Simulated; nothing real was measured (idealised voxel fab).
process module | voxel tone inversion
cross-section cut | 160 nm wide | cells 5 nm
A cross-section is a grid of square cells, given in bands from the top down. A band is one or more rows of cells.
Each band's line starts with the height of the band's top and of its bottom, in nm. Then come its materials from left to right, each with its width in nm. One material with "throughout" fills the band from edge to edge. "air" is empty space.
Height 0 is the level under which the wafer as received is all one material. The lowest band goes on downwards, as in "0 down".
A width such as "30 to 40" changes by the same amount from each row of cells to the next, from the band's top row to its bottom row.
"no change" after a step means that no cell of the cross-section changed.
closed voids: empty space of 8 cells or more with no open way to the top, each as width x height at its distance from the left edge, in nm
after a step's settings: what the simulator itself notes on the step
overlay nm, on a step with a mask: how far to the right of its planned place the mask lay; to the left if negative
plan
1 op RECEIVE | material Si
2 op CONFORMAL_DEP | material SiCN | thk nm 5
3 op DIRECTIONAL_DEP | material aC | thk nm 25
4 op PATTERN | tone cover | mask id POSTS | material resist | width nm 25 | pitch nm 40 | thk nm 30 | overlay nm 0
5 op DIRECTIONAL_ETCH | etch materials aC | depth nm 25
6 op STRIP | etch materials resist
7 op FILL_DEP | material SiO2 | thk nm 5
8 op CMP | height nm 30
9 op STRIP | etch materials aC
as received, after step 1
  0 down: Si throughout
  closed voids: none
first wafer at the end, as planned
  30 to 5: SiO2 25 | air 25 | SiO2 15 | air 25 | SiO2 15 | air 25 | SiO2 30
  5 to 0: SiCN throughout
  0 down: Si throughout
  closed voids: none
second wafer at the end: like start, like plan, one mistake
  30 to 25: SiCN throughout
  25 to 0: aC throughout
  0 down: Si throughout
  closed voids: none
what went wrong: steps 2 and 3 were swapped
at the end the second wafer has, in cells: 85 fewer of SiO2 | 160 more of aC
